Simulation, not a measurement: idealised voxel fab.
process module | voxel lift off
160 nm wide, 5 nm square cells: that's cross-section cut.
In this document a cross-section is written as a grid of square cells. It is given as a series of bands, listed from the top down, and a band is one or more rows of cells.
Heights first: top, then bottom, in nm. Then materials, left to right, each with a width in nm. "everywhere" on a single material: fills the band edge to edge. "blank": empty space.
Zero point of the height axis is 0; under it, received wafer = one material. Lowest band: continues down indefinitely, "0..down".
Per-row width for "30..40": begins at first number (top row of band), ends at second number (bottom row), increment between rows held constant.
"no change" means the step left every cell of the cross-section as it was.
The entry titled "Unvented voids" provides the empty spaces that have no open way to the top, restricted to those of 8 cells or more. Each is presented as width x height at distance, the distance being measured from the left edge, with all three in nm.
If you see something after the settings on a step's line, that's the simulator's own remark about that step.
A step line may carry the setting "overlay nm", which, for steps involving a mask, states the distance by which the mask lay to the right of its intended position; negative values denote displacement to the left.

-- Below is the list of planned process steps
1. RECEIVE: material Si
2. CONFORMAL_DEP: material SiO2, thk nm 5
3. PATTERN: tone open, mask id LINES, material resist, width nm 15, pitch nm 30, thk nm 20, overlay nm 0
4. DIRECTIONAL_DEP: material Ru, thk nm 10
5. STRIP: etch materials resist
6. CONFORMAL_DEP: material SiO2, thk nm 10

-- as received, after step 1
> 0..down  Si everywhere
> Unvented voids: none

-- first wafer at the end, as planned
> 25..15  blank=45; SiO2=65; blank=50
> 15..5  SiO2=55; Ru=15; SiO2=15; Ru=15; SiO2=60
> 5..0  SiO2 everywhere
> 0..down  Si everywhere
> Unvented voids: none

-- Cross-section, wafer two of two, end of module: same start and plan as wafer one, one error in execution
> 20..15  blank=45; SiO2=65; blank=50
> 15..10  SiO2 everywhere
> 10..5  SiO2=55; Ru=15; SiO2=15; Ru=15; SiO2=60
> 5..0  SiO2 everywhere
> 0..down  Si everywhere
> Unvented voids: none
Where did the run depart from the plan? step 4 did not use the planned setting and instead ran as DIRECTIONAL_DEP: material Ru, thk nm 5
Bottom line after processing is that, in cells, the second wafer is up or down on some materials versus the first: 6 fewer of Ru | 7 fewer of SiO2
